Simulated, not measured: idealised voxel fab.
Documented hereafter: the process module known as voxel transistor to metal.
Cross-sectional view cut (width: 280 nm; square cell size: 5 nm).
Notation: cross-section as square-cell grid; stated in bands, top first, going down; one or more cell rows per band. Per band: top height and bottom height in nm, followed by the left-to-right materials and their widths in nm; "full width" marks a single material spanning edge to edge, "air" marks empty space. Measure heights from 0. That's the level where, below it, the as-received wafer is all one material. The lowest band is bottomless and extends downward; write it as in "0 nm and below". The two numbers in a width such as "30 to 40" mark its ends across the band: the first belongs to the top row of cells, the second to the bottom row, and from each row to the next the width moves by the same amount. Where the words "no change" appear for a step, the cross-section shows no cell changed by that step; every cell remained as before. "Cavities, sealed" specifies each empty space that is not open to the top and that occupies no fewer than 8 cells, using the form width x height at distance, the distance measured from the left edge and all three quantities in nm. It should be noted that, on the line of a given step, the content following the step's settings is a remark produced by the simulator itself with respect to that step. overlay nm: where the mask lay relative to plan, measured to the right, on steps with a mask; negatives go left.

This section lists the process steps that were planned:
1,RECEIVE, material Si
2,OXIDIZE, depth nm 5
3,CONFORMAL_DEP, material SiN, thk nm 10
4,MASKED_ETCH, tone cover, mask id ACTIVE, width nm 110, pitch nm 130, etch materials SiN, depth nm 10, overlay nm 0
5,MASKED_ETCH, tone cover, mask id ACTIVE, width nm 110, pitch nm 130, etch materials SiO2, depth nm 5, overlay nm 0
6,MASKED_ETCH, tone cover, mask id ACTIVE, width nm 110, pitch nm 130, etch materials Si, depth nm 35, overlay nm 0
7,FILL_DEP, material SiO2, thk nm 5
8,CMP, height nm 10
9,SELECTIVE_ETCH, etch materials SiO2, depth nm 5
10,STRIP, etch materials SiN
11,SELECTIVE_ETCH, etch materials SiO2, depth nm 5
12,OXIDIZE, depth nm 5
13,DIRECTIONAL_DEP, material polySi, thk nm 20
14,DIRECTIONAL_DEP, material SiCN, thk nm 15
15,DIRECTIONAL_DEP, material aC, thk nm 10
16,PATTERN, tone cover, mask id GATE, material resist, width nm 20, pitch nm 130, thk nm 30, overlay nm 0
17,DIRECTIONAL_ETCH, etch materials aC, depth nm 10
18,STRIP, etch materials resist
19,DIRECTIONAL_ETCH, etch materials SiCN, depth nm 25
20,DIRECTIONAL_ETCH, etch materials polySi, depth nm 30
21,STRIP, etch materials aC
22,CONFORMAL_DEP, material SiO2, thk nm 5
23,DIRECTIONAL_ETCH, etch materials SiO2, depth nm 5
24,CONFORMAL_DEP, material SiN, thk nm 5
25,DIRECTIONAL_ETCH, etch materials SiN, depth nm 5
26,DIRECTIONAL_ETCH, etch materials SiO2, depth nm 5
27,DIRECTIONAL_ETCH, etch materials Si, depth nm 15
28,EPI, material SiGe, thk nm 15
29,FILL_DEP, material SiO2, thk nm 10
30,CMP, height nm 30
31,DIRECTIONAL_DEP, material SiO2, thk nm 15
32,MASKED_ETCH, tone open, mask id CONTACT, width nm 15, etch materials SiO2, depth nm 40, overlay nm 0
33,CONFORMAL_DEP, material TiN, thk nm 5
34,FILL_DEP, material Ru, thk nm 5
35,CMP, height nm 45
36,CONFORMAL_DEP, material SiN, thk nm 5
37,DIRECTIONAL_DEP, material lowk, thk nm 15
38,PATTERN, tone open, mask id METAL_1, material resist, width nm 15, thk nm 15, overlay nm 0
39,DIRECTIONAL_ETCH, etch materials lowk, depth nm 15
40,DIRECTIONAL_ETCH, etch materials SiN, depth nm 5
41,STRIP, etch materials resist
42,CONFORMAL_DEP, material TiN, thk nm 5
43,FILL_DEP, material W, thk nm 5
44,CMP, height nm 65
45,EPI, material Ru, thk nm 5
46,FILL_DEP, material SiCN, thk nm 5

First of two wafers, processed according to plan:

So this is the incoming wafer in cross-section - it's already been through step 1:
	0 nm and below: Si full width
	Cavities, sealed: none

The wafer in cross-section once step 2 is complete:
	0 nm to -5 nm: SiO2 full width
	Under the height -5 nothing was changed.

The wafer in cross-section once step 3 is complete:
	10 nm to 0 nm: SiN full width
	Under the height 0 nothing was changed.

The wafer in cross-section once step 4 is complete:
	10 nm to 0 nm: air=20 / SiN=110 / air=20 / SiN=110 / air=20
	Under the height 0 nothing was changed.

The wafer in cross-section once step 5 is complete:
	10 nm to 0 nm: air=20 / SiN=110 / air=20 / SiN=110 / air=20
	0 nm to -5 nm: air=20 / SiO2=110 / air=20 / SiO2=110 / air=20
	Under the height -5 nothing was changed.

The wafer in cross-section once step 6 is complete:
	10 nm to 0 nm: air=20 / SiN=110 / air=20 / SiN=110 / air=20
	0 nm to -5 nm: air=20 / SiO2=110 / air=20 / SiO2=110 / air=20
	-5 nm to -40 nm: air=20 / Si=110 / air=20 / Si=110 / air=20
	Under the height -40 nothing was changed.

The wafer in cross-section once step 7 is complete:
	15 nm to 10 nm: SiO2 full width
	10 nm to 0 nm: SiO2=20 / SiN=110 / SiO2=20 / SiN=110 / SiO2=20
	0 nm to -5 nm: SiO2 full width
	-5 nm to -40 nm: SiO2=20 / Si=110 / SiO2=20 / Si=110 / SiO2=20
	Under the height -40 nothing was changed.

The wafer in cross-section once step 8 is complete:
	10 nm to 0 nm: SiO2=20 / SiN=110 / SiO2=20 / SiN=110 / SiO2=20
	Under the height 0 nothing was changed.

The wafer in cross-section once step 9 is complete:
	10 nm to 5 nm: air=20 / SiN=110 / air=20 / SiN=110 / air=20
	Under the height 5 nothing was changed.

The wafer in cross-section once step 10 is complete:
	5 nm to 0 nm: SiO2=20 / air=110 / SiO2=20 / air=110 / SiO2=20
	Under the height 0 nothing was changed.

The wafer in cross-section once step 11 is complete:
	0 nm to -5 nm: SiO2=15 / air=120 / SiO2=10 / air=120 / SiO2=15
	Under the height -5 nothing was changed.

The wafer in cross-section once step 12 is complete:
	0 nm to -5 nm: SiO2=15 / air=120 / SiO2=10 / air=120 / SiO2=15
	-5 nm to -10 nm: SiO2 full width
	Under the height -10 nothing was changed.

The wafer in cross-section once step 13 is complete:
	20 nm to 15 nm: polySi=15 / air=120 / polySi=10 / air=120 / polySi=15
	15 nm to 0 nm: polySi full width
	0 nm to -5 nm: SiO2=15 / polySi=120 / SiO2=10 / polySi=120 / SiO2=15
	Under the height -5 nothing was changed.

The wafer in cross-section once step 14 is complete:
	35 nm to 30 nm: SiCN=15 / air=120 / SiCN=10 / air=120 / SiCN=15
	30 nm to 20 nm: SiCN full width
	20 nm to 15 nm: polySi=15 / SiCN=120 / polySi=10 / SiCN=120 / polySi=15
	Under the height 15 nothing was changed.

The wafer in cross-section once step 15 is complete:
	45 nm to 40 nm: aC=15 / air=120 / aC=10 / air=120 / aC=15
	40 nm to 35 nm: aC full width
	35 nm to 30 nm: SiCN=15 / aC=120 / SiCN=10 / aC=120 / SiCN=15
	Under the height 30 nothing was changed.

The wafer in cross-section once step 16 is complete:
	75 nm to 45 nm: air=65 / resist=20 / air=110 / resist=20 / air=65
	45 nm to 40 nm: aC=15 / air=50 / resist=20 / air=50 / aC=10 / air=50 / resist=20 / air=50 / aC=15
	Under the height 40 nothing was changed.

The wafer in cross-section once step 17 is complete:
	65 nm to 40 nm: air=65 / resist=20 / air=110 / resist=20 / air=65
	40 nm to 35 nm: air=65 / aC=20 / air=110 / aC=20 / air=65
	35 nm to 30 nm: SiCN=15 / air=50 / aC=20 / air=50 / SiCN=10 / air=50 / aC=20 / air=50 / SiCN=15
	Under the height 30 nothing was changed.

The wafer in cross-section once step 18 is complete:
	40 nm to 35 nm: air=65 / aC=20 / air=110 / aC=20 / air=65
	Under the height 35 nothing was changed.

The wafer in cross-section once step 19 is complete:
	40 nm to 30 nm: air=65 / aC=20 / air=110 / aC=20 / air=65
	30 nm to 20 nm: air=65 / SiCN=20 / air=110 / SiCN=20 / air=65
	20 nm to 15 nm: polySi=15 / air=50 / SiCN=20 / air=50 / polySi=10 / air=50 / SiCN=20 / air=50 / polySi=15
	Under the height 15 nothing was changed.

The wafer in cross-section once step 20 is complete:
	40 nm to 30 nm: air=65 / aC=20 / air=110 / aC=20 / air=65
	30 nm to 15 nm: air=65 / SiCN=20 / air=110 / SiCN=20 / air=65
	15 nm to 0 nm: air=65 / polySi=20 / air=110 / polySi=20 / air=65
	0 nm to -5 nm: SiO2=15 / air=50 / polySi=20 / air=50 / SiO2=10 / air=50 / polySi=20 / air=50 / SiO2=15
	Under the height -5 nothing was changed.

The wafer in cross-section once step 21 is complete:
	30 nm to 15 nm: air=65 / SiCN=20 / air=110 / SiCN=20 / air=65
	Under the height 15 nothing was changed.

The wafer in cross-section once step 22 is complete:
	35 nm to 30 nm: air=60 / SiO2=30 / air=100 / SiO2=30 / air=60
	30 nm to 15 nm: air=60 / SiO2=5 / SiCN=20 / SiO2=5 / air=100 / SiO2=5 / SiCN=20 / SiO2=5 / air=60
	15 nm to 5 nm: air=60 / SiO2=5 / polySi=20 / SiO2=5 / air=100 / SiO2=5 / polySi=20 / SiO2=5 / air=60
	5 nm to 0 nm: SiO2=20 / air=40 / SiO2=5 / polySi=20 / SiO2=5 / air=40 / SiO2=20 / air=40 / SiO2=5 / polySi=20 / SiO2=5 / air=40 / SiO2=20
	0 nm to -5 nm: SiO2=65 / polySi=20 / SiO2=110 / polySi=20 / SiO2=65
	Under the height -5 nothing was changed.

The wafer in cross-section once step 23 is complete:
	30 nm to 15 nm: air=60 / SiO2=5 / SiCN=20 / SiO2=5 / air=100 / SiO2=5 / SiCN=20 / SiO2=5 / air=60
	15 nm to 0 nm: air=60 / SiO2=5 / polySi=20 / SiO2=5 / air=100 / SiO2=5 / polySi=20 / SiO2=5 / air=60
	0 nm to -5 nm: SiO2=20 / air=40 / SiO2=5 / polySi=20 / SiO2=5 / air=40 / SiO2=20 / air=40 / SiO2=5 / polySi=20 / SiO2=5 / air=40 / SiO2=20
	Under the height -5 nothing was changed.

The wafer in cross-section once step 24 is complete:
	35 nm to 30 nm: air=55 / SiN=40 / air=90 / SiN=40 / air=55
	30 nm to 15 nm: air=55 / SiN=5 / SiO2=5 / SiCN=20 / SiO2=5 / SiN=5 / air=90 / SiN=5 / SiO2=5 / SiCN=20 / SiO2=5 / SiN=5 / air=55
	15 nm to 5 nm: air=55 / SiN=5 / SiO2=5 / polySi=20 / SiO2=5 / SiN=5 / air=90 / SiN=5 / SiO2=5 / polySi=20 / SiO2=5 / SiN=5 / air=55
	5 nm to 0 nm: SiN=25 / air=30 / SiN=5 / SiO2=5 / polySi=20 / SiO2=5 / SiN=5 / air=30 / SiN=30 / air=30 / SiN=5 / SiO2=5 / polySi=20 / SiO2=5 / SiN=5 / air=30 / SiN=25
	0 nm to -5 nm: SiO2=20 / SiN=40 / SiO2=5 / polySi=20 / SiO2=5 / SiN=40 / SiO2=20 / SiN=40 / SiO2=5 / polySi=20 / SiO2=5 / SiN=40 / SiO2=20
	Under the height -5 nothing was changed.

The wafer in cross-section once step 25 is complete:
	30 nm to 15 nm: air=55 / SiN=5 / SiO2=5 / SiCN=20 / SiO2=5 / SiN=5 / air=90 / SiN=5 / SiO2=5 / SiCN=20 / SiO2=5 / SiN=5 / air=55
	15 nm to 0 nm: air=55 / SiN=5 / SiO2=5 / polySi=20 / SiO2=5 / SiN=5 / air=90 / SiN=5 / SiO2=5 / polySi=20 / SiO2=5 / SiN=5 / air=55
	0 nm to -5 nm: SiO2=20 / SiN=5 / air=30 / SiN=5 / SiO2=5 / polySi=20 / SiO2=5 / SiN=5 / air=30 / SiN=5 / SiO2=20 / SiN=5 / air=30 / SiN=5 / SiO2=5 / polySi=20 / SiO2=5 / SiN=5 / air=30 / SiN=5 / SiO2=20
	Under the height -5 nothing was changed.

The wafer in cross-section once step 26 is complete:
	30 nm to 25 nm: air=55 / SiN=5 / air=5 / SiCN=20 / air=5 / SiN=5 / air=90 / SiN=5 / air=5 / SiCN=20 / air=5 / SiN=5 / air=55
	25 nm to 15 nm: air=55 / SiN=5 / SiO2=5 / SiCN=20 / SiO2=5 / SiN=5 / air=90 / SiN=5 / SiO2=5 / SiCN=20 / SiO2=5 / SiN=5 / air=55
	15 nm to 0 nm: air=55 / SiN=5 / SiO2=5 / polySi=20 / SiO2=5 / SiN=5 / air=90 / SiN=5 / SiO2=5 / polySi=20 / SiO2=5 / SiN=5 / air=55
	0 nm to -5 nm: air=20 / SiN=5 / air=30 / SiN=5 / SiO2=5 / polySi=20 / SiO2=5 / SiN=5 / air=30 / SiN=5 / air=20 / SiN=5 / air=30 / SiN=5 / SiO2=5 / polySi=20 / SiO2=5 / SiN=5 / air=30 / SiN=5 / air=20
	-5 nm to -10 nm: SiO2=25 / air=30 / SiO2=40 / air=30 / SiO2=30 / air=30 / SiO2=40 / air=30 / SiO2=25
	Under the height -10 nothing was changed.

The wafer in cross-section once step 27 is complete:
	30 nm to 25 nm: air=55 / SiN=5 / air=5 / SiCN=20 / air=5 / SiN=5 / air=90 / SiN=5 / air=5 / SiCN=20 / air=5 / SiN=5 / air=55
	25 nm to 15 nm: air=55 / SiN=5 / SiO2=5 / SiCN=20 / SiO2=5 / SiN=5 / air=90 / SiN=5 / SiO2=5 / SiCN=20 / SiO2=5 / SiN=5 / air=55
	15 nm to 0 nm: air=55 / SiN=5 / SiO2=5 / polySi=20 / SiO2=5 / SiN=5 / air=90 / SiN=5 / SiO2=5 / polySi=20 / SiO2=5 / SiN=5 / air=55
	0 nm to -5 nm: air=20 / SiN=5 / air=30 / SiN=5 / SiO2=5 / polySi=20 / SiO2=5 / SiN=5 / air=30 / SiN=5 / air=20 / SiN=5 / air=30 / SiN=5 / SiO2=5 / polySi=20 / SiO2=5 / SiN=5 / air=30 / SiN=5 / air=20
	-5 nm to -10 nm: SiO2=25 / air=30 / SiO2=40 / air=30 / SiO2=30 / air=30 / SiO2=40 / air=30 / SiO2=25
	-10 nm to -25 nm: SiO2=20 / Si=5 / air=30 / Si=40 / air=30 / Si=5 / SiO2=20 / Si=5 / air=30 / Si=40 / air=30 / Si=5 / SiO2=20
	Under the height -25 nothing was changed.

The wafer in cross-section once step 28 is complete:
	30 nm to 25 nm: air=55 / SiN=5 / air=5 / SiCN=20 / air=5 / SiN=5 / air=90 / SiN=5 / air=5 / SiCN=20 / air=5 / SiN=5 / air=55
	25 nm to 15 nm: air=55 / SiN=5 / SiO2=5 / SiCN=20 / SiO2=5 / SiN=5 / air=90 / SiN=5 / SiO2=5 / SiCN=20 / SiO2=5 / SiN=5 / air=55
	15 nm to 5 nm: air=55 / SiN=5 / SiO2=5 / polySi=20 / SiO2=5 / SiN=5 / air=90 / SiN=5 / SiO2=5 / polySi=20 / SiO2=5 / SiN=5 / air=55
	5 nm to 0 nm: air=20 / SiGe=35 / SiN=5 / SiO2=5 / polySi=20 / SiO2=5 / SiN=5 / SiGe=35 / air=20 / SiGe=35 / SiN=5 / SiO2=5 / polySi=20 / SiO2=5 / SiN=5 / SiGe=35 / air=20
	0 nm to -5 nm: air=20 / SiN=5 / SiGe=30 / SiN=5 / SiO2=5 / polySi=20 / SiO2=5 / SiN=5 / SiGe=30 / SiN=5 / air=20 / SiN=5 / SiGe=30 / SiN=5 / SiO2=5 / polySi=20 / SiO2=5 / SiN=5 / SiGe=30 / SiN=5 / air=20
	-5 nm to -10 nm: SiO2=25 / SiGe=30 / SiO2=40 / SiGe=30 / SiO2=30 / SiGe=30 / SiO2=40 / SiGe=30 / SiO2=25
	-10 nm to -25 nm: SiO2=20 / Si=5 / SiGe=30 / Si=40 / SiGe=30 / Si=5 / SiO2=20 / Si=5 / SiGe=30 / Si=40 / SiGe=30 / Si=5 / SiO2=20
	Under the height -25 nothing was changed.

The wafer in cross-section once step 29 is complete:
	40 nm to 30 nm: SiO2 full width
	30 nm to 15 nm: SiO2=55 / SiN=5 / SiO2=5 / SiCN=20 / SiO2=5 / SiN=5 / SiO2=90 / SiN=5 / SiO2=5 / SiCN=20 / SiO2=5 / SiN=5 / SiO2=55
	15 nm to 5 nm: SiO2=55 / SiN=5 / SiO2=5 / polySi=20 / SiO2=5 / SiN=5 / SiO2=90 / SiN=5 / SiO2=5 / polySi=20 / SiO2=5 / SiN=5 / SiO2=55
	5 nm to 0 nm: SiO2=20 / SiGe=35 / SiN=5 / SiO2=5 / polySi=20 / SiO2=5 / SiN=5 / SiGe=35 / SiO2=20 / SiGe=35 / SiN=5 / SiO2=5 / polySi=20 / SiO2=5 / SiN=5 / SiGe=35 / SiO2=20
	0 nm to -5 nm: SiO2=20 / SiN=5 / SiGe=30 / SiN=5 / SiO2=5 / polySi=20 / SiO2=5 / SiN=5 / SiGe=30 / SiN=5 / SiO2=20 / SiN=5 / SiGe=30 / SiN=5 / SiO2=5 / polySi=20 / SiO2=5 / SiN=5 / SiGe=30 / SiN=5 / SiO2=20
	Under the height -5 nothing was changed.

The wafer in cross-section once step 30 is complete:
	30 nm to 15 nm: SiO2=55 / SiN=5 / SiO2=5 / SiCN=20 / SiO2=5 / SiN=5 / SiO2=90 / SiN=5 / SiO2=5 / SiCN=20 / SiO2=5 / SiN=5 / SiO2=55
	Under the height 15 nothing was changed.

The wafer in cross-section once step 31 is complete:
	45 nm to 30 nm: SiO2 full width
	Under the height 30 nothing was changed.

The wafer in cross-section once step 32 is complete:
	45 nm to 30 nm: SiO2=30 / air=15 / SiO2=60 / air=15 / SiO2=40 / air=15 / SiO2=60 / air=15 / SiO2=30
	30 nm to 15 nm: SiO2=30 / air=15 / SiO2=10 / SiN=5 / SiO2=5 / SiCN=20 / SiO2=5 / SiN=5 / SiO2=10 / air=15 / SiO2=40 / air=15 / SiO2=10 / SiN=5 / SiO2=5 / SiCN=20 / SiO2=5 / SiN=5 / SiO2=10 / air=15 / SiO2=30
	15 nm to 5 nm: SiO2=30 / air=15 / SiO2=10 / SiN=5 / SiO2=5 / polySi=20 / SiO2=5 / SiN=5 / SiO2=10 / air=15 / SiO2=40 / air=15 / SiO2=10 / SiN=5 / SiO2=5 / polySi=20 / SiO2=5 / SiN=5 / SiO2=10 / air=15 / SiO2=30
	Under the height 5 nothing was changed.

The wafer in cross-section once step 33 is complete:
	50 nm to 45 nm: TiN=35 / air=5 / TiN=70 / air=5 / TiN=50 / air=5 / TiN=70 / air=5 / TiN=35
	45 nm to 30 nm: SiO2=30 / TiN=5 / air=5 / TiN=5 / SiO2=60 / TiN=5 / air=5 / TiN=5 / SiO2=40 / TiN=5 / air=5 / TiN=5 / SiO2=60 / TiN=5 / air=5 / TiN=5 / SiO2=30
	30 nm to 15 nm: SiO2=30 / TiN=5 / air=5 / TiN=5 / SiO2=10 / SiN=5 / SiO2=5 / SiCN=20 / SiO2=5 / SiN=5 / SiO2=10 / TiN=5 / air=5 / TiN=5 / SiO2=40 / TiN=5 / air=5 / TiN=5 / SiO2=10 / SiN=5 / SiO2=5 / SiCN=20 / SiO2=5 / SiN=5 / SiO2=10 / TiN=5 / air=5 / TiN=5 / SiO2=30
	15 nm to 10 nm: SiO2=30 / TiN=5 / air=5 / TiN=5 / SiO2=10 / SiN=5 / SiO2=5 / polySi=20 / SiO2=5 / SiN=5 / SiO2=10 / TiN=5 / air=5 / TiN=5 / SiO2=40 / TiN=5 / air=5 / TiN=5 / SiO2=10 / SiN=5 / SiO2=5 / polySi=20 / SiO2=5 / SiN=5 / SiO2=10 / TiN=5 / air=5 / TiN=5 / SiO2=30
	10 nm to 5 nm: SiO2=30 / TiN=15 / SiO2=10 / SiN=5 / SiO2=5 / polySi=20 / SiO2=5 / SiN=5 / SiO2=10 / TiN=15 / SiO2=40 / TiN=15 / SiO2=10 / SiN=5 / SiO2=5 / polySi=20 / SiO2=5 / SiN=5 / SiO2=10 / TiN=15 / SiO2=30
	Under the height 5 nothing was changed.

The wafer in cross-section once step 34 is complete:
	55 nm to 50 nm: Ru full width
	50 nm to 45 nm: TiN=35 / Ru=5 / TiN=70 / Ru=5 / TiN=50 / Ru=5 / TiN=70 / Ru=5 / TiN=35
	45 nm to 30 nm: SiO2=30 / TiN=5 / Ru=5 / TiN=5 / SiO2=60 / TiN=5 / Ru=5 / TiN=5 / SiO2=40 / TiN=5 / Ru=5 / TiN=5 / SiO2=60 / TiN=5 / Ru=5 / TiN=5 / SiO2=30
	30 nm to 15 nm: SiO2=30 / TiN=5 / Ru=5 / TiN=5 / SiO2=10 / SiN=5 / SiO2=5 / SiCN=20 / SiO2=5 / SiN=5 / SiO2=10 / TiN=5 / Ru=5 / TiN=5 / SiO2=40 / TiN=5 / Ru=5 / TiN=5 / SiO2=10 / SiN=5 / SiO2=5 / SiCN=20 / SiO2=5 / SiN=5 / SiO2=10 / TiN=5 / Ru=5 / TiN=5 / SiO2=30
	15 nm to 10 nm: SiO2=30 / TiN=5 / Ru=5 / TiN=5 / SiO2=10 / SiN=5 / SiO2=5 / polySi=20 / SiO2=5 / SiN=5 / SiO2=10 / TiN=5 / Ru=5 / TiN=5 / SiO2=40 / TiN=5 / Ru=5 / TiN=5 / SiO2=10 / SiN=5 / SiO2=5 / polySi=20 / SiO2=5 / SiN=5 / SiO2=10 / TiN=5 / Ru=5 / TiN=5 / SiO2=30
	Under the height 10 nothing was changed.

The wafer in cross-section once step 35 is complete:
	45 nm to 30 nm: SiO2=30 / TiN=5 / Ru=5 / TiN=5 / SiO2=60 / TiN=5 / Ru=5 / TiN=5 / SiO2=40 / TiN=5 / Ru=5 / TiN=5 / SiO2=60 / TiN=5 / Ru=5 / TiN=5 / SiO2=30
	Under the height 30 nothing was changed.

The wafer in cross-section once step 36 is complete:
	50 nm to 45 nm: SiN full width
	Under the height 45 nothing was changed.

The wafer in cross-section once step 37 is complete:
	65 nm to 50 nm: lowk full width
	Under the height 50 nothing was changed.

The wafer in cross-section once step 38 is complete:
	80 nm to 65 nm: resist=30 / air=15 / resist=60 / air=15 / resist=40 / air=15 / resist=60 / air=15 / resist=30
	Under the height 65 nothing was changed.

The wafer in cross-section once step 39 is complete:
	80 nm to 65 nm: resist=30 / air=15 / resist=60 / air=15 / resist=40 / air=15 / resist=60 / air=15 / resist=30
	65 nm to 50 nm: lowk=30 / air=15 / lowk=60 / air=15 / lowk=40 / air=15 / lowk=60 / air=15 / lowk=30
	Under the height 50 nothing was changed.

The wafer in cross-section once step 40 is complete:
	80 nm to 65 nm: resist=30 / air=15 / resist=60 / air=15 / resist=40 / air=15 / resist=60 / air=15 / resist=30
	65 nm to 50 nm: lowk=30 / air=15 / lowk=60 / air=15 / lowk=40 / air=15 / lowk=60 / air=15 / lowk=30
	50 nm to 45 nm: SiN=30 / air=15 / SiN=60 / air=15 / SiN=40 / air=15 / SiN=60 / air=15 / SiN=30
	Under the height 45 nothing was changed.

The wafer in cross-section once step 41 is complete:
	65 nm to 50 nm: lowk=30 / air=15 / lowk=60 / air=15 / lowk=40 / air=15 / lowk=60 / air=15 / lowk=30
	Under the height 50 nothing was changed.

The wafer in cross-section once step 42 is complete:
	70 nm to 65 nm: TiN=35 / air=5 / TiN=70 / air=5 / TiN=50 / air=5 / TiN=70 / air=5 / TiN=35
	65 nm to 50 nm: lowk=30 / TiN=5 / air=5 / TiN=5 / lowk=60 / TiN=5 / air=5 / TiN=5 / lowk=40 / TiN=5 / air=5 / TiN=5 / lowk=60 / TiN=5 / air=5 / TiN=5 / lowk=30
	50 nm to 45 nm: SiN=30 / TiN=15 / SiN=60 / TiN=15 / SiN=40 / TiN=15 / SiN=60 / TiN=15 / SiN=30
	Under the height 45 nothing was changed.

The wafer in cross-section once step 43 is complete:
	75 nm to 70 nm: W full width
	70 nm to 65 nm: TiN=35 / W=5 / TiN=70 / W=5 / TiN=50 / W=5 / TiN=70 / W=5 / TiN=35
	65 nm to 50 nm: lowk=30 / TiN=5 / W=5 / TiN=5 / lowk=60 / TiN=5 / W=5 / TiN=5 / lowk=40 / TiN=5 / W=5 / TiN=5 / lowk=60 / TiN=5 / W=5 / TiN=5 / lowk=30
	Under the height 50 nothing was changed.

The wafer in cross-section once step 44 is complete:
	65 nm to 50 nm: lowk=30 / TiN=5 / W=5 / TiN=5 / lowk=60 / TiN=5 / W=5 / TiN=5 / lowk=40 / TiN=5 / W=5 / TiN=5 / lowk=60 / TiN=5 / W=5 / TiN=5 / lowk=30
	Under the height 50 nothing was changed.

The wafer in cross-section once step 45 is complete:
	70 nm to 65 nm: air=25 / Ru=25 / air=50 / Ru=25 / air=30 / Ru=25 / air=50 / Ru=25 / air=25
	Under the height 65 nothing was changed.

The wafer in cross-section once step 46 is complete:
	75 nm to 70 nm: SiCN full width
	70 nm to 65 nm: SiCN=25 / Ru=25 / SiCN=50 / Ru=25 / SiCN=30 / Ru=25 / SiCN=50 / Ru=25 / SiCN=25
	Under the height 65 nothing was changed.

Wafer two: like wafer one in start and plan, but with one mistake in execution; identical up to and including step 35:

The second wafer cut through, at the time step 36 was supposed to be finished:
	50 nm to 45 nm: SiO2 full width
	Under the height 45 nothing was changed.

The second wafer cut through, at the time step 37 was supposed to be finished:
	65 nm to 50 nm: lowk full width
	Under the height 50 nothing was changed.

The second wafer cut through, at the time step 38 was supposed to be finished:
	80 nm to 65 nm: resist=30 / air=15 / resist=60 / air=15 / resist=40 / air=15 / resist=60 / air=15 / resist=30
	Under the height 65 nothing was changed.

The second wafer cut through, at the time step 39 was supposed to be finished:
	80 nm to 65 nm: resist=30 / air=15 / resist=60 / air=15 / resist=40 / air=15 / resist=60 / air=15 / resist=30
	65 nm to 50 nm: lowk=30 / air=15 / lowk=60 / air=15 / lowk=40 / air=15 / lowk=60 / air=15 / lowk=30
	Under the height 50 nothing was changed.

The second wafer cut through, at the time step 40 was supposed to be finished: no change

The second wafer cut through, at the time step 41 was supposed to be finished:
	65 nm to 50 nm: lowk=30 / air=15 / lowk=60 / air=15 / lowk=40 / air=15 / lowk=60 / air=15 / lowk=30
	Under the height 50 nothing was changed.

The second wafer cut through, at the time step 42 was supposed to be finished:
	70 nm to 65 nm: TiN=35 / air=5 / TiN=70 / air=5 / TiN=50 / air=5 / TiN=70 / air=5 / TiN=35
	65 nm to 55 nm: lowk=30 / TiN=5 / air=5 / TiN=5 / lowk=60 / TiN=5 / air=5 / TiN=5 / lowk=40 / TiN=5 / air=5 / TiN=5 / lowk=60 / TiN=5 / air=5 / TiN=5 / lowk=30
	55 nm to 50 nm: lowk=30 / TiN=15 / lowk=60 / TiN=15 / lowk=40 / TiN=15 / lowk=60 / TiN=15 / lowk=30
	Under the height 50 nothing was changed.

The second wafer cut through, at the time step 43 was supposed to be finished:
	75 nm to 70 nm: W full width
	70 nm to 65 nm: TiN=35 / W=5 / TiN=70 / W=5 / TiN=50 / W=5 / TiN=70 / W=5 / TiN=35
	65 nm to 55 nm: lowk=30 / TiN=5 / W=5 / TiN=5 / lowk=60 / TiN=5 / W=5 / TiN=5 / lowk=40 / TiN=5 / W=5 / TiN=5 / lowk=60 / TiN=5 / W=5 / TiN=5 / lowk=30
	Under the height 55 nothing was changed.

The second wafer cut through, at the time step 44 was supposed to be finished:
	65 nm to 55 nm: lowk=30 / TiN=5 / W=5 / TiN=5 / lowk=60 / TiN=5 / W=5 / TiN=5 / lowk=40 / TiN=5 / W=5 / TiN=5 / lowk=60 / TiN=5 / W=5 / TiN=5 / lowk=30
	Under the height 55 nothing was changed.

The second wafer cut through, at the time step 45 was supposed to be finished:
	70 nm to 65 nm: air=25 / Ru=25 / air=50 / Ru=25 / air=30 / Ru=25 / air=50 / Ru=25 / air=25
	Under the height 65 nothing was changed.

The second wafer cut through, at the time step 46 was supposed to be finished:
	75 nm to 70 nm: SiCN full width
	70 nm to 65 nm: SiCN=25 / Ru=25 / SiCN=50 / Ru=25 / SiCN=30 / Ru=25 / SiCN=50 / Ru=25 / SiCN=25
	Under the height 65 nothing was changed.
Which mistake was made when the wafer was run? step 36 was run on a setting that differed from the plan, and what really ran there is CONFORMAL_DEP, material SiO2, thk nm 5
In the final state, the cell counts of the second wafer exceed or fall short of those of the first for the following materials: SiN: 44 fewer, SiO2: 56 more, TiN: 8 fewer, W: 4 fewer
